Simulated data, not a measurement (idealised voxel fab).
Process module, titled voxel wiring stack
It is cross-section cut that appears here, measuring 230 nm in width, its square cells being 5 nm in size.
Bands, listed from the top down, are how a cross-section gets written in this document; the cross-section itself is a grid of square cells, and a band is one or more rows of them. Heads up on the band format: heights come first, top then bottom, in nm. After that it's the materials left to right, each with its width in nm. A single material flagged "full width" fills the whole band edge to edge, and "empty" means there's empty space there. Heads up on the height convention: 0 is the point under which the incoming wafer is all one material, and the lowest band has no bottom, it just keeps going down, like "0 down". Quick explanation for "30 to 40": the width changes in equal steps down the rows of cells, from the first number in the band's top row to the second number in its bottom row. For the purposes of this document, the phrase "changes: none" attached to a step denotes that no cell within the cross-section was modified by that step. Closed empty spaces (no open way to the top) of 8 cells or more are what "Enclosed cavity list" lists, each as width x height at distance from the left edge, nm for all three. It should be noted that, on the line of a given step, the content following the step's settings is a remark produced by the simulator itself with respect to that step. Regarding "overlay nm": on a step with a mask, it is the distance the mask lay to the right of its planned place; a negative value places it to the left.

Here's what the planned process steps look like
1,RECEIVE [material Si]
2,CONFORMAL_DEP [material SiO2] [thk nm 10]
3,DIRECTIONAL_DEP [material TiN] [thk nm 5]
4,DIRECTIONAL_DEP [material W] [thk nm 15]
5,MASKED_ETCH [tone cover] [mask id METAL_1] [width nm 30] [pitch nm 60] [etch materials W] [depth nm 15] [overlay nm 0]
6,MASKED_ETCH [tone cover] [mask id METAL_1] [width nm 30] [pitch nm 60] [etch materials TiN] [depth nm 5] [overlay nm 0]
7,FILL_DEP [material SiO2] [thk nm 5]
8,CMP [height nm 30]
9,CONFORMAL_DEP [material SiCN] [thk nm 5]
10,DIRECTIONAL_DEP [material SiO2] [thk nm 25]
11,DIRECTIONAL_DEP [material aC] [thk nm 10]
12,PATTERN [tone open] [mask id METAL_2_HOLES] [material resist] [width nm 15] [pitch nm 60] [thk nm 25] [overlay nm 0]
13,DIRECTIONAL_ETCH [etch materials aC] [depth nm 10]
14,STRIP [etch materials resist]
15,DIRECTIONAL_ETCH [etch materials SiO2] [depth nm 25]
16,STRIP [etch materials aC]
17,PATTERN [tone open] [mask id METAL_2] [material resist] [width nm 30] [pitch nm 60] [thk nm 20] [overlay nm 0]
18,DIRECTIONAL_ETCH [etch materials SiO2] [depth nm 15]
19,DIRECTIONAL_ETCH [etch materials SiCN] [depth nm 5]
20,STRIP [etch materials resist]
21,CONFORMAL_DEP [material TiN] [thk nm 5]
22,FILL_DEP [material Cu] [thk nm 5]
23,CMP [height nm 60]
24,CONFORMAL_DEP [material SiCN] [thk nm 5]

Wafer cross-section on receipt, i.e. after step 1
0 down = Si full width
Enclosed cavity list: none

Wafer at module end, in section. Began as above, planned as above, run with one mistake
65 to 60 = SiCN full width
60 to 50 = Cu 50 nm; TiN 5 nm; SiO2 15 nm; TiN 5 nm; Cu 35 nm; TiN 5 nm; SiO2 15 nm; TiN 5 nm; Cu 35 nm; TiN 5 nm; SiO2 15 nm; TiN 5 nm; Cu 35 nm
50 to 45 = TiN 45 nm; Cu 5 nm; TiN 5 nm; SiO2 15 nm; TiN 35 nm; Cu 5 nm; TiN 5 nm; SiO2 15 nm; TiN 35 nm; Cu 5 nm; TiN 5 nm; SiO2 15 nm; TiN 40 nm
45 to 40 = SiO2 40 nm; TiN 5 nm; Cu 5 nm; TiN 5 nm; SiO2 45 nm; TiN 5 nm; Cu 5 nm; TiN 5 nm; SiO2 45 nm; TiN 5 nm; Cu 5 nm; TiN 5 nm; SiO2 55 nm
40 to 35 = SiO2 40 nm; TiN 15 nm; SiO2 45 nm; TiN 15 nm; SiO2 45 nm; TiN 15 nm; SiO2 55 nm
35 to 30 = SiCN full width
30 to 15 = SiO2 40 nm; W 30 nm; SiO2 30 nm; W 30 nm; SiO2 30 nm; W 30 nm; SiO2 40 nm
15 to 10 = SiO2 40 nm; TiN 30 nm; SiO2 30 nm; TiN 30 nm; SiO2 30 nm; TiN 30 nm; SiO2 40 nm
10 to 0 = SiO2 full width
0 down = Si full width
Enclosed cavity list: none
Processing error: step 17, actual vs plan mismatch, actual run PATTERN [tone cover] [mask id METAL_2] [material resist] [width nm 30] [pitch nm 60] [thk nm 20] [overlay nm 0]
